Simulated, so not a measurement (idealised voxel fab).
The following process module bears the name voxel transistor to metal.
Cross-sectional view cut (width: 210 nm; square cell size: 5 nm).
Reading order for cross-sections: top band down to bottom band. Underlying form: a grid of square cells. Band size: one or more rows of cells. For a band, the entry starts with two heights in nm, that of the top and then that of the bottom, and carries on with the band's materials in order from left to right, each alongside its width in nm; the word "edge to edge" beside a single material means it fills the band edge to edge, and "blank" means empty space. Height reference: 0 = level under which incoming wafer is all one material. Lowest band: no bottom, runs on downward, e.g. "0 nm and below". So if you see something like "30..40" for the width, read it as the top row of the band sitting at the first number and the bottom row at the second, with every row in between moving by the same amount as the last. Key: "no modifications" - step with no changed cell in the cross-section. For the entry "Enclosed void listing", the listed items are empty spaces with no open way to the top whose size is 8 cells or more; each item follows the pattern width x height at distance, where distance is from the left edge and all three are in nm. Formally, on a step line, whatever follows the settings is a remark that the simulator itself makes on the step. What "overlay nm" on a step's line means: if the step has a mask, that mask lay this far to the right of its planned place, or, when the value is negative, to the left.
**Planned step list for the process**
1 RECEIVE [material Si]
2 OXIDIZE [depth nm 5]
3 CONFORMAL_DEP [material SiN] [thk nm 10]
4 DIRECTIONAL_DEP [material aC] [thk nm 10]
5 PATTERN [tone cover] [mask id ACTIVE] [material resist] [width nm 85] [thk nm 30] [overlay nm -15]
6 DIRECTIONAL_ETCH [etch materials aC] [depth nm 10]
7 STRIP [etch materials resist]
8 DIRECTIONAL_ETCH [etch materials SiN] [depth nm 10]
9 DIRECTIONAL_ETCH [etch materials SiO2] [depth nm 5]
10 DIRECTIONAL_ETCH [etch materials Si] [depth nm 25]
11 STRIP [etch materials aC]
12 OXIDIZE [depth nm 5]
13 FILL_DEP [material SiO2] [thk nm 15]
14 CMP [height nm 10]
15 SELECTIVE_ETCH [etch materials SiO2] [depth nm 5]
16 STRIP [etch materials SiN]
17 SELECTIVE_ETCH [etch materials SiO2] [depth nm 5]
18 OXIDIZE [depth nm 5]
19 DIRECTIONAL_DEP [material polySi] [thk nm 25]
20 DIRECTIONAL_DEP [material SiCN] [thk nm 10]
21 DIRECTIONAL_DEP [material aC] [thk nm 15]
22 PATTERN [tone cover] [mask id GATE] [material resist] [width nm 15] [thk nm 35] [overlay nm 0]
23 DIRECTIONAL_ETCH [etch materials aC] [depth nm 15]
24 STRIP [etch materials resist]
25 DIRECTIONAL_ETCH [etch materials SiCN] [depth nm 20]
26 DIRECTIONAL_ETCH [etch materials polySi] [depth nm 35]
27 STRIP [etch materials aC]
28 CONFORMAL_DEP [material SiO2] [thk nm 5]
29 DIRECTIONAL_ETCH [etch materials SiO2] [depth nm 5]
30 CONFORMAL_DEP [material SiN] [thk nm 5]
31 DIRECTIONAL_ETCH [etch materials SiN] [depth nm 5]
32 DIRECTIONAL_ETCH [etch materials SiO2] [depth nm 5]
33 EPI [material pSi] [thk nm 5]
34 FILL_DEP [material SiO2] [thk nm 10]
35 CMP [height nm 30]
36 DIRECTIONAL_DEP [material SiO2] [thk nm 15]
37 PATTERN [tone open] [mask id CONTACT] [material resist] [width nm 25] [pitch nm 50] [thk nm 20] [overlay nm 0]
38 DIRECTIONAL_ETCH [etch materials SiO2] [depth nm 50]
39 STRIP [etch materials resist]
40 CONFORMAL_DEP [material TiN] [thk nm 5]
41 FILL_DEP [material W] [thk nm 5]
42 CMP [height nm 45]
43 CONFORMAL_DEP [material SiN] [thk nm 5]
44 DIRECTIONAL_DEP [material lowk] [thk nm 25]
45 DIRECTIONAL_DEP [material aC] [thk nm 10]
46 PATTERN [tone open] [mask id METAL_1] [material resist] [width nm 15] [pitch nm 60] [thk nm 25] [overlay nm 0]
47 DIRECTIONAL_ETCH [etch materials aC] [depth nm 10]
48 STRIP [etch materials resist]
49 DIRECTIONAL_ETCH [etch materials lowk] [depth nm 25]
50 DIRECTIONAL_ETCH [etch materials SiN] [depth nm 5]
51 STRIP [etch materials aC]
52 CONFORMAL_DEP [material TiN] [thk nm 5]
53 FILL_DEP [material W] [thk nm 10]
54 CMP [height nm 75]
55 CONFORMAL_DEP [material SiCN] [thk nm 5]
56 DIRECTIONAL_DEP [material lowk] [thk nm 35]
57 PATTERN [tone open] [mask id METAL_2] [material resist] [width nm 15] [pitch nm 60] [thk nm 20] [overlay nm 0]
58 DIRECTIONAL_ETCH [etch materials lowk] [depth nm 20]
59 STRIP [etch materials resist]
60 PATTERN [tone open] [mask id METAL_2_HOLES] [material resist] [width nm 15] [pitch nm 60] [thk nm 15] [overlay nm 0]
61 DIRECTIONAL_ETCH [etch materials lowk] [depth nm 15]
62 DIRECTIONAL_ETCH [etch materials SiCN] [depth nm 5]
63 STRIP [etch materials resist]
64 CONFORMAL_DEP [material TiN] [thk nm 5]
65 FILL_DEP [material Cu] [thk nm 5]
66 CMP [height nm 115]
67 CONFORMAL_DEP [material SiN] [thk nm 5]
Heads up: all these wafers start the same, and what changes between them is the overlay nm in step 5. The value you see in the plan is just what the first wafer got.
**Cross-sectional view of the first of several wafers in the as-received condition, corresponding to the state following step 1**
> 0 nm and below: Si edge to edge
> Enclosed void listing: none
**Where each wafer stands at the end of the module, a row apiece: cells of each material gained (+) or lost (-) since it was received, then closed voids**
overlay nm -15; +14 Cu; -219 Si; +42 SiCN; +94 SiN; +467 SiO2; +107 TiN; +48 W; +432 lowk; +8 pSi; +15 polySi; Enclosed void listing: none
overlay nm -10; +14 Cu; -219 Si; +42 SiCN; +94 SiN; +467 SiO2; +107 TiN; +48 W; +432 lowk; +8 pSi; +15 polySi; Enclosed void listing: none
overlay nm -5; +14 Cu; -219 Si; +42 SiCN; +94 SiN; +467 SiO2; +106 TiN; +49 W; +432 lowk; +8 pSi; +15 polySi; Enclosed void listing: none
overlay nm 0; +14 Cu; -219 Si; +42 SiCN; +94 SiN; +466 SiO2; +106 TiN; +50 W; +432 lowk; +8 pSi; +15 polySi; Enclosed void listing: none
overlay nm 5; +14 Cu; -219 Si; +42 SiCN; +94 SiN; +467 SiO2; +106 TiN; +49 W; +432 lowk; +8 pSi; +15 polySi; Enclosed void listing: none
overlay nm 10; +14 Cu; -219 Si; +42 SiCN; +94 SiN; +467 SiO2; +107 TiN; +48 W; +432 lowk; +8 pSi; +15 polySi; Enclosed void listing: none
overlay nm 15; +14 Cu; -219 Si; +42 SiCN; +94 SiN; +467 SiO2; +107 TiN; +48 W; +432 lowk; +8 pSi; +15 polySi; Enclosed void listing: none
